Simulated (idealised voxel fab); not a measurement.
A process module follows: voxel transistor to metal.
Shown is cross-section cut, with a width of 140 nm and square cells of size 5 nm.
The cross-sections in this document take the form of a grid made of square cells. They are written out as bands, in order from top to bottom. Each band consists of one or more rows of cells.
The band entry comprises the height of the band's top followed by the height of its bottom, expressed in nm, and subsequently the band's materials from left to right, each stated together with its width in nm. Where a single material is marked with the word "edge to edge", that material fills the band from edge to edge. The word "blank" represents empty space.
Heights are measured from 0, the level below which the as-received wafer is all one material; the lowest band has no bottom and continues downward, written as in "from 0 down".
Read "30..40" as a graded width: first number on top, second number at the bottom, same change between each pair of neighbouring rows.
You'll sometimes find "nothing was modified" written for a step, and that's the way of saying that nowhere in the cross-section did a cell change during that step.
Closed empty spaces (no open way to the top) of 8 cells or more are what "Voids, sealed" lists, each as width x height at distance from the left edge, nm for all three.
Anything after a step's settings on that line? It's the simulator's own note about the step.
overlay nm: mask right of planned place by this much (step with mask). Neg. = left.
List of planned process steps:
1) op RECEIVE | material Si
2) op OXIDIZE | depth nm 5
3) op CONFORMAL_DEP | material SiN | thk nm 15
4) op MASKED_ETCH | tone cover | mask id ACTIVE | width nm 110 | etch materials SiN | depth nm 15 | overlay nm 0
5) op MASKED_ETCH | tone cover | mask id ACTIVE | width nm 110 | etch materials SiO2 | depth nm 5 | overlay nm 0
6) op MASKED_ETCH | tone cover | mask id ACTIVE | width nm 110 | etch materials Si | depth nm 35 | overlay nm 0
7) op FILL_DEP | material SiO2 | thk nm 5
8) op CMP | height nm 15
9) op SELECTIVE_ETCH | etch materials SiO2 | depth nm 10
10) op STRIP | etch materials SiN
11) op SELECTIVE_ETCH | etch materials SiO2 | depth nm 5
12) op OXIDIZE | depth nm 5
13) op DIRECTIONAL_DEP | material polySi | thk nm 30
14) op DIRECTIONAL_DEP | material SiCN | thk nm 15
15) op DIRECTIONAL_DEP | material aC | thk nm 10
16) op PATTERN | tone cover | mask id GATE | material resist | width nm 20 | thk nm 25 | overlay nm 0
17) op DIRECTIONAL_ETCH | etch materials aC | depth nm 10
18) op STRIP | etch materials resist
19) op DIRECTIONAL_ETCH | etch materials SiCN | depth nm 25
20) op DIRECTIONAL_ETCH | etch materials polySi | depth nm 40
21) op STRIP | etch materials aC
22) op CONFORMAL_DEP | material SiO2 | thk nm 5
23) op DIRECTIONAL_ETCH | etch materials SiO2 | depth nm 5
24) op CONFORMAL_DEP | material SiN | thk nm 5
25) op DIRECTIONAL_ETCH | etch materials SiN | depth nm 5
26) op DIRECTIONAL_ETCH | etch materials SiO2 | depth nm 5
27) op DIRECTIONAL_ETCH | etch materials Si | depth nm 10
28) op EPI | material SiGe | thk nm 15
29) op FILL_DEP | material SiO2 | thk nm 5
30) op CMP | height nm 40
31) op DIRECTIONAL_DEP | material SiO2 | thk nm 15
32) op DIRECTIONAL_DEP | material aC | thk nm 15
33) op PATTERN | tone open | mask id CONTACT | material resist | width nm 20 | pitch nm 80 | thk nm 30 | overlay nm 0
34) op DIRECTIONAL_ETCH | etch materials aC | depth nm 15
35) op STRIP | etch materials resist
36) op DIRECTIONAL_ETCH | etch materials SiO2 | depth nm 50
37) op STRIP | etch materials aC
38) op CONFORMAL_DEP | material TiN | thk nm 5
39) op FILL_DEP | material Ru | thk nm 10
40) op CMP | height nm 55
41) op CONFORMAL_DEP | material SiCN | thk nm 5
42) op DIRECTIONAL_DEP | material SiO2 | thk nm 15
43) op DIRECTIONAL_DEP | material aC | thk nm 15
44) op PATTERN | tone open | mask id METAL_1 | material resist | width nm 20 | pitch nm 80 | thk nm 35 | overlay nm 0
45) op DIRECTIONAL_ETCH | etch materials aC | depth nm 15
46) op STRIP | etch materials resist
47) op DIRECTIONAL_ETCH | etch materials SiO2 | depth nm 15
48) op DIRECTIONAL_ETCH | etch materials SiCN | depth nm 5
49) op STRIP | etch materials aC
50) op CONFORMAL_DEP | material TiN | thk nm 5
51) op FILL_DEP | material W | thk nm 10
52) op CMP | height nm 75
53) op CONFORMAL_DEP | material SiCN | thk nm 5
The first wafer of two, processed as planned:
Incoming wafer, cross-sectional view, post step 1:
  from 0 down: Si edge to edge
  Voids, sealed: none
So this is the wafer cross-section right after step 2:
  from 0 to -5: SiO2 edge to edge
  Below -5, no change.
So this is the wafer cross-section right after step 3:
  from 15 to 0: SiN edge to edge
  Below 0, no change.
So this is the wafer cross-section right after step 4:
  from 15 to 0: blank 15 | SiN 110 | blank 15
  Below 0, no change.
So this is the wafer cross-section right after step 5:
  from 15 to 0: blank 15 | SiN 110 | blank 15
  from 0 to -5: blank 15 | SiO2 110 | blank 15
  Below -5, no change.
So this is the wafer cross-section right after step 6:
  from 15 to 0: blank 15 | SiN 110 | blank 15
  from 0 to -5: blank 15 | SiO2 110 | blank 15
  from -5 to -40: blank 15 | Si 110 | blank 15
  Below -40, no change.
So this is the wafer cross-section right after step 7:
  from 20 to 15: SiO2 edge to edge
  from 15 to 0: SiO2 15 | SiN 110 | SiO2 15
  from 0 to -5: SiO2 edge to edge
  from -5 to -40: SiO2 15 | Si 110 | SiO2 15
  Below -40, no change.
So this is the wafer cross-section right after step 8:
  from 15 to 0: SiO2 15 | SiN 110 | SiO2 15
  Below 0, no change.
So this is the wafer cross-section right after step 9:
  from 15 to 5: blank 15 | SiN 110 | blank 15
  Below 5, no change.
So this is the wafer cross-section right after step 10:
  from 5 to 0: SiO2 15 | blank 110 | SiO2 15
  Below 0, no change.
So this is the wafer cross-section right after step 11:
  from 0 to -5: SiO2 10 | blank 120 | SiO2 10
  Below -5, no change.
So this is the wafer cross-section right after step 12:
  from 0 to -5: SiO2 10 | blank 120 | SiO2 10
  from -5 to -10: SiO2 edge to edge
  Below -10, no change.
So this is the wafer cross-section right after step 13:
  from 30 to 25: polySi 10 | blank 120 | polySi 10
  from 25 to 0: polySi edge to edge
  from 0 to -5: SiO2 10 | polySi 120 | SiO2 10
  Below -5, no change.
So this is the wafer cross-section right after step 14:
  from 45 to 40: SiCN 10 | blank 120 | SiCN 10
  from 40 to 30: SiCN edge to edge
  from 30 to 25: polySi 10 | SiCN 120 | polySi 10
  Below 25, no change.
So this is the wafer cross-section right after step 15:
  from 55 to 50: aC 10 | blank 120 | aC 10
  from 50 to 45: aC edge to edge
  from 45 to 40: SiCN 10 | aC 120 | SiCN 10
  Below 40, no change.
So this is the wafer cross-section right after step 16:
  from 80 to 55: blank 60 | resist 20 | blank 60
  from 55 to 50: aC 10 | blank 50 | resist 20 | blank 50 | aC 10
  Below 50, no change.
So this is the wafer cross-section right after step 17:
  from 70 to 50: blank 60 | resist 20 | blank 60
  from 50 to 45: blank 60 | aC 20 | blank 60
  from 45 to 40: SiCN 10 | blank 50 | aC 20 | blank 50 | SiCN 10
  Below 40, no change.
So this is the wafer cross-section right after step 18:
  from 50 to 45: blank 60 | aC 20 | blank 60
  Below 45, no change.
So this is the wafer cross-section right after step 19:
  from 50 to 40: blank 60 | aC 20 | blank 60
  from 40 to 30: blank 60 | SiCN 20 | blank 60
  from 30 to 25: polySi 10 | blank 50 | SiCN 20 | blank 50 | polySi 10
  Below 25, no change.
So this is the wafer cross-section right after step 20:
  from 50 to 40: blank 60 | aC 20 | blank 60
  from 40 to 25: blank 60 | SiCN 20 | blank 60
  from 25 to 0: blank 60 | polySi 20 | blank 60
  from 0 to -5: SiO2 10 | blank 50 | polySi 20 | blank 50 | SiO2 10
  Below -5, no change.
So this is the wafer cross-section right after step 21:
  from 40 to 25: blank 60 | SiCN 20 | blank 60
  Below 25, no change.
So this is the wafer cross-section right after step 22:
  from 45 to 40: blank 55 | SiO2 30 | blank 55
  from 40 to 25: blank 55 | SiO2 5 | SiCN 20 | SiO2 5 | blank 55
  from 25 to 5: blank 55 | SiO2 5 | polySi 20 | SiO2 5 | blank 55
  from 5 to 0: SiO2 15 | blank 40 | SiO2 5 | polySi 20 | SiO2 5 | blank 40 | SiO2 15
  from 0 to -5: SiO2 60 | polySi 20 | SiO2 60
  Below -5, no change.
So this is the wafer cross-section right after step 23:
  from 40 to 25: blank 55 | SiO2 5 | SiCN 20 | SiO2 5 | blank 55
  from 25 to 0: blank 55 | SiO2 5 | polySi 20 | SiO2 5 | blank 55
  from 0 to -5: SiO2 15 | blank 40 | SiO2 5 | polySi 20 | SiO2 5 | blank 40 | SiO2 15
  Below -5, no change.
So this is the wafer cross-section right after step 24:
  from 45 to 40: blank 50 | SiN 40 | blank 50
  from 40 to 25: blank 50 | SiN 5 | SiO2 5 | SiCN 20 | SiO2 5 | SiN 5 | blank 50
  from 25 to 5: blank 50 | SiN 5 | SiO2 5 | polySi 20 | SiO2 5 | SiN 5 | blank 50
  from 5 to 0: SiN 20 | blank 30 | SiN 5 | SiO2 5 | polySi 20 | SiO2 5 | SiN 5 | blank 30 | SiN 20
  from 0 to -5: SiO2 15 | SiN 40 | SiO2 5 | polySi 20 | SiO2 5 | SiN 40 | SiO2 15
  Below -5, no change.
So this is the wafer cross-section right after step 25:
  from 40 to 25: blank 50 | SiN 5 | SiO2 5 | SiCN 20 | SiO2 5 | SiN 5 | blank 50
  from 25 to 0: blank 50 | SiN 5 | SiO2 5 | polySi 20 | SiO2 5 | SiN 5 | blank 50
  from 0 to -5: SiO2 15 | SiN 5 | blank 30 | SiN 5 | SiO2 5 | polySi 20 | SiO2 5 | SiN 5 | blank 30 | SiN 5 | SiO2 15
  Below -5, no change.
So this is the wafer cross-section right after step 26:
  from 40 to 35: blank 50 | SiN 5 | blank 5 | SiCN 20 | blank 5 | SiN 5 | blank 50
  from 35 to 25: blank 50 | SiN 5 | SiO2 5 | SiCN 20 | SiO2 5 | SiN 5 | blank 50
  from 25 to 0: blank 50 | SiN 5 | SiO2 5 | polySi 20 | SiO2 5 | SiN 5 | blank 50
  from 0 to -5: blank 15 | SiN 5 | blank 30 | SiN 5 | SiO2 5 | polySi 20 | SiO2 5 | SiN 5 | blank 30 | SiN 5 | blank 15
  from -5 to -10: SiO2 20 | blank 30 | SiO2 40 | blank 30 | SiO2 20
  Below -10, no change.
So this is the wafer cross-section right after step 27:
  from 40 to 35: blank 50 | SiN 5 | blank 5 | SiCN 20 | blank 5 | SiN 5 | blank 50
  from 35 to 25: blank 50 | SiN 5 | SiO2 5 | SiCN 20 | SiO2 5 | SiN 5 | blank 50
  from 25 to 0: blank 50 | SiN 5 | SiO2 5 | polySi 20 | SiO2 5 | SiN 5 | blank 50
  from 0 to -5: blank 15 | SiN 5 | blank 30 | SiN 5 | SiO2 5 | polySi 20 | SiO2 5 | SiN 5 | blank 30 | SiN 5 | blank 15
  from -5 to -10: SiO2 20 | blank 30 | SiO2 40 | blank 30 | SiO2 20
  from -10 to -20: SiO2 15 | Si 5 | blank 30 | Si 40 | blank 30 | Si 5 | SiO2 15
  Below -20, no change.
So this is the wafer cross-section right after step 28:
  from 40 to 35: blank 50 | SiN 5 | blank 5 | SiCN 20 | blank 5 | SiN 5 | blank 50
  from 35 to 25: blank 50 | SiN 5 | SiO2 5 | SiCN 20 | SiO2 5 | SiN 5 | blank 50
  from 25 to 5: blank 50 | SiN 5 | SiO2 5 | polySi 20 | SiO2 5 | SiN 5 | blank 50
  from 5 to 0: blank 15 | SiGe 35 | SiN 5 | SiO2 5 | polySi 20 | SiO2 5 | SiN 5 | SiGe 35 | blank 15
  from 0 to -5: blank 15 | SiN 5 | SiGe 30 | SiN 5 | SiO2 5 | polySi 20 | SiO2 5 | SiN 5 | SiGe 30 | SiN 5 | blank 15
  from -5 to -10: SiO2 20 | SiGe 30 | SiO2 40 | SiGe 30 | SiO2 20
  from -10 to -20: SiO2 15 | Si 5 | SiGe 30 | Si 40 | SiGe 30 | Si 5 | SiO2 15
  Below -20, no change.
So this is the wafer cross-section right after step 29:
  from 45 to 40: SiO2 edge to edge
  from 40 to 25: SiO2 50 | SiN 5 | SiO2 5 | SiCN 20 | SiO2 5 | SiN 5 | SiO2 50
  from 25 to 5: SiO2 50 | SiN 5 | SiO2 5 | polySi 20 | SiO2 5 | SiN 5 | SiO2 50
  from 5 to 0: SiO2 15 | SiGe 35 | SiN 5 | SiO2 5 | polySi 20 | SiO2 5 | SiN 5 | SiGe 35 | SiO2 15
  from 0 to -5: SiO2 15 | SiN 5 | SiGe 30 | SiN 5 | SiO2 5 | polySi 20 | SiO2 5 | SiN 5 | SiGe 30 | SiN 5 | SiO2 15
  Below -5, no change.
So this is the wafer cross-section right after step 30:
  from 40 to 25: SiO2 50 | SiN 5 | SiO2 5 | SiCN 20 | SiO2 5 | SiN 5 | SiO2 50
  Below 25, no change.
So this is the wafer cross-section right after step 31:
  from 55 to 40: SiO2 edge to edge
  Below 40, no change.
So this is the wafer cross-section right after step 32:
  from 70 to 55: aC edge to edge
  Below 55, no change.
So this is the wafer cross-section right after step 33:
  from 100 to 70: resist 20 | blank 20 | resist 60 | blank 20 | resist 20
  Below 70, no change.
So this is the wafer cross-section right after step 34:
  from 85 to 70: resist 20 | blank 20 | resist 60 | blank 20 | resist 20
  from 70 to 55: aC 20 | blank 20 | aC 60 | blank 20 | aC 20
  Below 55, no change.
So this is the wafer cross-section right after step 35:
  from 70 to 55: aC 20 | blank 20 | aC 60 | blank 20 | aC 20
  Below 55, no change.
So this is the wafer cross-section right after step 36:
  from 70 to 55: aC 20 | blank 20 | aC 60 | blank 20 | aC 20
  from 55 to 40: SiO2 20 | blank 20 | SiO2 60 | blank 20 | SiO2 20
  from 40 to 25: SiO2 20 | blank 20 | SiO2 10 | SiN 5 | SiO2 5 | SiCN 20 | SiO2 5 | SiN 5 | SiO2 10 | blank 20 | SiO2 20
  from 25 to 5: SiO2 20 | blank 20 | SiO2 10 | SiN 5 | SiO2 5 | polySi 20 | SiO2 5 | SiN 5 | SiO2 10 | blank 20 | SiO2 20
  Below 5, no change.
So this is the wafer cross-section right after step 37:
  from 55 to 40: SiO2 20 | blank 20 | SiO2 60 | blank 20 | SiO2 20
  Below 40, no change.
So this is the wafer cross-section right after step 38:
  from 60 to 55: TiN 25 | blank 10 | TiN 70 | blank 10 | TiN 25
  from 55 to 40: SiO2 20 | TiN 5 | blank 10 | TiN 5 | SiO2 60 | TiN 5 | blank 10 | TiN 5 | SiO2 20
  from 40 to 25: SiO2 20 | TiN 5 | blank 10 | TiN 5 | SiO2 10 | SiN 5 | SiO2 5 | SiCN 20 | SiO2 5 | SiN 5 | SiO2 10 | TiN 5 | blank 10 | TiN 5 | SiO2 20
  from 25 to 10: SiO2 20 | TiN 5 | blank 10 | TiN 5 | SiO2 10 | SiN 5 | SiO2 5 | polySi 20 | SiO2 5 | SiN 5 | SiO2 10 | TiN 5 | blank 10 | TiN 5 | SiO2 20
  from 10 to 5: SiO2 20 | TiN 20 | SiO2 10 | SiN 5 | SiO2 5 | polySi 20 | SiO2 5 | SiN 5 | SiO2 10 | TiN 20 | SiO2 20
  Below 5, no change.
So this is the wafer cross-section right after step 39:
  from 70 to 60: Ru edge to edge
  from 60 to 55: TiN 25 | Ru 10 | TiN 70 | Ru 10 | TiN 25
  from 55 to 40: SiO2 20 | TiN 5 | Ru 10 | TiN 5 | SiO2 60 | TiN 5 | Ru 10 | TiN 5 | SiO2 20
  from 40 to 25: SiO2 20 | TiN 5 | Ru 10 | TiN 5 | SiO2 10 | SiN 5 | SiO2 5 | SiCN 20 | SiO2 5 | SiN 5 | SiO2 10 | TiN 5 | Ru 10 | TiN 5 | SiO2 20
  from 25 to 10: SiO2 20 | TiN 5 | Ru 10 | TiN 5 | SiO2 10 | SiN 5 | SiO2 5 | polySi 20 | SiO2 5 | SiN 5 | SiO2 10 | TiN 5 | Ru 10 | TiN 5 | SiO2 20
  Below 10, no change.
So this is the wafer cross-section right after step 40:
  from 55 to 40: SiO2 20 | TiN 5 | Ru 10 | TiN 5 | SiO2 60 | TiN 5 | Ru 10 | TiN 5 | SiO2 20
  Below 40, no change.
So this is the wafer cross-section right after step 41:
  from 60 to 55: SiCN edge to edge
  Below 55, no change.
So this is the wafer cross-section right after step 42:
  from 75 to 60: SiO2 edge to edge
  Below 60, no change.
So this is the wafer cross-section right after step 43:
  from 90 to 75: aC edge to edge
  Below 75, no change.
So this is the wafer cross-section right after step 44:
  from 125 to 90: resist 20 | blank 20 | resist 60 | blank 20 | resist 20
  Below 90, no change.
So this is the wafer cross-section right after step 45:
  from 110 to 90: resist 20 | blank 20 | resist 60 | blank 20 | resist 20
  from 90 to 75: aC 20 | blank 20 | aC 60 | blank 20 | aC 20
  Below 75, no change.
So this is the wafer cross-section right after step 46:
  from 90 to 75: aC 20 | blank 20 | aC 60 | blank 20 | aC 20
  Below 75, no change.
So this is the wafer cross-section right after step 47:
  from 90 to 75: aC 20 | blank 20 | aC 60 | blank 20 | aC 20
  from 75 to 60: SiO2 20 | blank 20 | SiO2 60 | blank 20 | SiO2 20
  Below 60, no change.
So this is the wafer cross-section right after step 48:
  from 90 to 75: aC 20 | blank 20 | aC 60 | blank 20 | aC 20
  from 75 to 60: SiO2 20 | blank 20 | SiO2 60 | blank 20 | SiO2 20
  from 60 to 55: SiCN 20 | blank 20 | SiCN 60 | blank 20 | SiCN 20
  Below 55, no change.
So this is the wafer cross-section right after step 49:
  from 75 to 60: SiO2 20 | blank 20 | SiO2 60 | blank 20 | SiO2 20
  Below 60, no change.
So this is the wafer cross-section right after step 50:
  from 80 to 75: TiN 25 | blank 10 | TiN 70 | blank 10 | TiN 25
  from 75 to 60: SiO2 20 | TiN 5 | blank 10 | TiN 5 | SiO2 60 | TiN 5 | blank 10 | TiN 5 | SiO2 20
  from 60 to 55: SiCN 20 | TiN 20 | SiCN 60 | TiN 20 | SiCN 20
  Below 55, no change.
So this is the wafer cross-section right after step 51:
  from 90 to 80: W edge to edge
  from 80 to 75: TiN 25 | W 10 | TiN 70 | W 10 | TiN 25
  from 75 to 60: SiO2 20 | TiN 5 | W 10 | TiN 5 | SiO2 60 | TiN 5 | W 10 | TiN 5 | SiO2 20
  Below 60, no change.
So this is the wafer cross-section right after step 52:
  from 75 to 60: SiO2 20 | TiN 5 | W 10 | TiN 5 | SiO2 60 | TiN 5 | W 10 | TiN 5 | SiO2 20
  Below 60, no change.
So this is the wafer cross-section right after step 53:
  from 80 to 75: SiCN edge to edge
  Below 75, no change.
Second wafer, same starting state and plan as the first, one mistake in the run, identical through step 32:
Cross-section of the second wafer when, according to plan, step 33 should have finished:
  from 100 to 70: blank 20 | resist 20 | blank 60 | resist 20 | blank 20
  Below 70, no change.
Cross-section of the second wafer when, according to plan, step 34 should have finished:
  from 85 to 70: blank 20 | resist 20 | blank 60 | resist 20 | blank 20
  from 70 to 55: blank 20 | aC 20 | blank 60 | aC 20 | blank 20
  Below 55, no change.
Cross-section of the second wafer when, according to plan, step 35 should have finished:
  from 70 to 55: blank 20 | aC 20 | blank 60 | aC 20 | blank 20
  Below 55, no change.
Cross-section of the second wafer when, according to plan, step 36 should have finished:
  from 70 to 55: blank 20 | aC 20 | blank 60 | aC 20 | blank 20
  from 55 to 40: blank 20 | SiO2 20 | blank 60 | SiO2 20 | blank 20
  from 40 to 25: blank 20 | SiO2 20 | blank 10 | SiN 5 | blank 5 | SiCN 20 | blank 5 | SiN 5 | blank 10 | SiO2 20 | blank 20
  from 25 to 5: blank 20 | SiO2 20 | blank 10 | SiN 5 | blank 5 | polySi 20 | blank 5 | SiN 5 | blank 10 | SiO2 20 | blank 20
  Below 5, no change.
Cross-section of the second wafer when, according to plan, step 37 should have finished:
  from 55 to 40: blank 20 | SiO2 20 | blank 60 | SiO2 20 | blank 20
  Below 40, no change.
Cross-section of the second wafer when, according to plan, step 38 should have finished:
  from 60 to 55: blank 15 | TiN 30 | blank 50 | TiN 30 | blank 15
  from 55 to 45: blank 15 | TiN 5 | SiO2 20 | TiN 5 | blank 50 | TiN 5 | SiO2 20 | TiN 5 | blank 15
  from 45 to 40: blank 15 | TiN 5 | SiO2 20 | TiN 60 | SiO2 20 | TiN 5 | blank 15
  from 40 to 25: blank 15 | TiN 5 | SiO2 20 | TiN 10 | SiN 5 | TiN 5 | SiCN 20 | TiN 5 | SiN 5 | TiN 10 | SiO2 20 | TiN 5 | blank 15
  from 25 to 10: blank 15 | TiN 5 | SiO2 20 | TiN 10 | SiN 5 | TiN 5 | polySi 20 | TiN 5 | SiN 5 | TiN 10 | SiO2 20 | TiN 5 | blank 15
  from 10 to 5: TiN 20 | SiO2 20 | TiN 10 | SiN 5 | TiN 5 | polySi 20 | TiN 5 | SiN 5 | TiN 10 | SiO2 20 | TiN 20
  Below 5, no change.
Cross-section of the second wafer when, according to plan, step 39 should have finished:
  from 70 to 60: Ru edge to edge
  from 60 to 55: Ru 15 | TiN 30 | Ru 50 | TiN 30 | Ru 15
  from 55 to 45: Ru 15 | TiN 5 | SiO2 20 | TiN 5 | Ru 50 | TiN 5 | SiO2 20 | TiN 5 | Ru 15
  from 45 to 40: Ru 15 | TiN 5 | SiO2 20 | TiN 60 | SiO2 20 | TiN 5 | Ru 15
  from 40 to 25: Ru 15 | TiN 5 | SiO2 20 | TiN 10 | SiN 5 | TiN 5 | SiCN 20 | TiN 5 | SiN 5 | TiN 10 | SiO2 20 | TiN 5 | Ru 15
  from 25 to 10: Ru 15 | TiN 5 | SiO2 20 | TiN 10 | SiN 5 | TiN 5 | polySi 20 | TiN 5 | SiN 5 | TiN 10 | SiO2 20 | TiN 5 | Ru 15
  Below 10, no change.
Cross-section of the second wafer when, according to plan, step 40 should have finished:
  from 55 to 45: Ru 15 | TiN 5 | SiO2 20 | TiN 5 | Ru 50 | TiN 5 | SiO2 20 | TiN 5 | Ru 15
  Below 45, no change.
Cross-section of the second wafer when, according to plan, step 41 should have finished:
  from 60 to 55: SiCN edge to edge
  Below 55, no change.
Cross-section of the second wafer when, according to plan, step 42 should have finished:
  from 75 to 60: SiO2 edge to edge
  Below 60, no change.
Cross-section of the second wafer when, according to plan, step 43 should have finished:
  from 90 to 75: aC edge to edge
  Below 75, no change.
Cross-section of the second wafer when, according to plan, step 44 should have finished:
  from 125 to 90: resist 20 | blank 20 | resist 60 | blank 20 | resist 20
  Below 90, no change.
Cross-section of the second wafer when, according to plan, step 45 should have finished:
  from 110 to 90: resist 20 | blank 20 | resist 60 | blank 20 | resist 20
  from 90 to 75: aC 20 | blank 20 | aC 60 | blank 20 | aC 20
  Below 75, no change.
Cross-section of the second wafer when, according to plan, step 46 should have finished:
  from 90 to 75: aC 20 | blank 20 | aC 60 | blank 20 | aC 20
  Below 75, no change.
Cross-section of the second wafer when, according to plan, step 47 should have finished:
  from 90 to 75: aC 20 | blank 20 | aC 60 | blank 20 | aC 20
  from 75 to 60: SiO2 20 | blank 20 | SiO2 60 | blank 20 | SiO2 20
  Below 60, no change.
Cross-section of the second wafer when, according to plan, step 48 should have finished:
  from 90 to 75: aC 20 | blank 20 | aC 60 | blank 20 | aC 20
  from 75 to 60: SiO2 20 | blank 20 | SiO2 60 | blank 20 | SiO2 20
  from 60 to 55: SiCN 20 | blank 20 | SiCN 60 | blank 20 | SiCN 20
  Below 55, no change.
Cross-section of the second wafer when, according to plan, step 49 should have finished:
  from 75 to 60: SiO2 20 | blank 20 | SiO2 60 | blank 20 | SiO2 20
  Below 60, no change.
Cross-section of the second wafer when, according to plan, step 50 should have finished:
  from 80 to 75: TiN 25 | blank 10 | TiN 70 | blank 10 | TiN 25
  from 75 to 60: SiO2 20 | TiN 5 | blank 10 | TiN 5 | SiO2 60 | TiN 5 | blank 10 | TiN 5 | SiO2 20
  from 60 to 55: SiCN 20 | TiN 20 | SiCN 60 | TiN 20 | SiCN 20
  Below 55, no change.
Cross-section of the second wafer when, according to plan, step 51 should have finished:
  from 90 to 80: W edge to edge
  from 80 to 75: TiN 25 | W 10 | TiN 70 | W 10 | TiN 25
  from 75 to 60: SiO2 20 | TiN 5 | W 10 | TiN 5 | SiO2 60 | TiN 5 | W 10 | TiN 5 | SiO2 20
  Below 60, no change.
Cross-section of the second wafer when, according to plan, step 52 should have finished:
  from 75 to 60: SiO2 20 | TiN 5 | W 10 | TiN 5 | SiO2 60 | TiN 5 | W 10 | TiN 5 | SiO2 20
  Below 60, no change.
Cross-section of the second wafer when, according to plan, step 53 should have finished:
  from 80 to 75: SiCN edge to edge
  Below 75, no change.
Which mistake was made when the wafer was run? step 33 went in with a setting other than planned; the actual run was op PATTERN | tone cover | mask id CONTACT | material resist | width nm 20 | pitch nm 80 | thk nm 30 | overlay nm 0
End of process, cell counts, second wafer against first, materials with more or fewer: Ru: 38 more, SiO2: 78 fewer, TiN: 40 more
